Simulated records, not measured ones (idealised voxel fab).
process module | voxel gate over fins
cross-section cut | 150 nm wide | cells 5 nm
A cross-section is a grid of square cells, given in bands from the top down. A band is one or more rows of cells.
Each band's line starts with the height of the band's top and of its bottom, in nm. Then come its materials from left to right, each with its width in nm. One material with "throughout" fills the band from edge to edge. "air" is empty space.
Height 0 is the level under which the wafer as received is all one material. The lowest band goes on downwards, as in "0 down".
A width such as "30 to 40" changes by the same amount from each row of cells to the next, from the band's top row to its bottom row.
"no change" after a step means that no cell of the cross-section changed.
closed voids: empty space of 8 cells or more with no open way to the top, each as width x height at its distance from the left edge, in nm
after a step's settings: what the simulator itself notes on the step
overlay nm, on a step with a mask: how far to the right of its planned place the mask lay; to the left if negative
plan
1 op RECEIVE | material Si
2 op CONFORMAL_DEP | material SiN | thk nm 10
3 op PATTERN | tone cover | mask id FINS | material resist | width nm 15 | pitch nm 35 | thk nm 15 | overlay nm -15
4 op DIRECTIONAL_ETCH | etch materials SiN | depth nm 10
5 op DIRECTIONAL_ETCH | etch materials Si | depth nm 35
6 op STRIP | etch materials resist
7 op OXIDIZE | depth nm 5
8 op FILL_DEP | material SiO2 | thk nm 5
9 op CMP | height nm 10
10 op SELECTIVE_ETCH | etch materials SiO2 | depth nm 25
11 op STRIP | etch materials SiN
12 op CONFORMAL_DEP | material HfO2 | thk nm 5
13 op CONFORMAL_DEP | material TiN | thk nm 5
14 op FILL_DEP | material W | thk nm 15
15 op CMP | height nm 20
16 op CONFORMAL_DEP | material SiCN | thk nm 10
varied across the wafers: overlay nm of step 3. The plan shows the first wafer's value. All wafers start alike
first wafer as received, after step 1
  0 down: Si throughout
  closed voids: none
first wafer at the end, after step 16
  30 to 20: SiCN throughout
  20 to 10: W throughout
  10 to 5: W 30 | TiN 25 | W 10 | TiN 25 | W 60
  5 to 0: W 30 | TiN 5 | HfO2 15 | TiN 5 | W 10 | TiN 5 | HfO2 15 | TiN 5 | W 60
  0 to -5: W 30 | TiN 5 | HfO2 5 | Si 5 | HfO2 5 | TiN 5 | W 10 | TiN 5 | HfO2 5 | Si 5 | HfO2 5 | TiN 5 | W 60
  -5 to -10: TiN 35 | HfO2 5 | Si 5 | HfO2 5 | TiN 20 | HfO2 5 | Si 5 | HfO2 5 | TiN 65
  -10 to -15: HfO2 40 | Si 5 | HfO2 30 | Si 5 | HfO2 70
  -15 to -40: SiO2 40 | Si 5 | SiO2 30 | Si 5 | SiO2 70
  -40 down: Si throughout
  closed voids: none
last wafer at the end
  30 to 20: SiCN throughout
  20 to 10: W throughout
  10 to 5: W 60 | TiN 25 | W 10 | TiN 25 | W 30
  5 to 0: W 60 | TiN 5 | HfO2 15 | TiN 5 | W 10 | TiN 5 | HfO2 15 | TiN 5 | W 30
  0 to -5: W 60 | TiN 5 | HfO2 5 | Si 5 | HfO2 5 | TiN 5 | W 10 | TiN 5 | HfO2 5 | Si 5 | HfO2 5 | TiN 5 | W 30
  -5 to -10: TiN 65 | HfO2 5 | Si 5 | HfO2 5 | TiN 20 | HfO2 5 | Si 5 | HfO2 5 | TiN 35
  -10 to -15: HfO2 70 | Si 5 | HfO2 30 | Si 5 | HfO2 40
  -15 to -40: SiO2 70 | Si 5 | SiO2 30 | Si 5 | SiO2 40
  -40 down: Si throughout
  closed voids: none
each wafer at the end: cells of each material gained (+) or lost (-) since it was received, then its closed voids
overlay nm -15 | +42 HfO2 | -224 Si | +60 SiCN | +140 SiO2 | +42 TiN | +120 W | closed voids: none
overlay nm -10 | +42 HfO2 | -224 Si | +60 SiCN | +140 SiO2 | +42 TiN | +120 W | closed voids: none
overlay nm -5 | +42 HfO2 | -224 Si | +60 SiCN | +140 SiO2 | +42 TiN | +120 W | closed voids: none
overlay nm 0 | +42 HfO2 | -224 Si | +60 SiCN | +140 SiO2 | +42 TiN | +120 W | closed voids: none
overlay nm 5 | +42 HfO2 | -224 Si | +60 SiCN | +140 SiO2 | +42 TiN | +120 W | closed voids: none
overlay nm 10 | +42 HfO2 | -224 Si | +60 SiCN | +140 SiO2 | +42 TiN | +120 W | closed voids: none
overlay nm 15 | +42 HfO2 | -224 Si | +60 SiCN | +140 SiO2 | +42 TiN | +120 W | closed voids: none
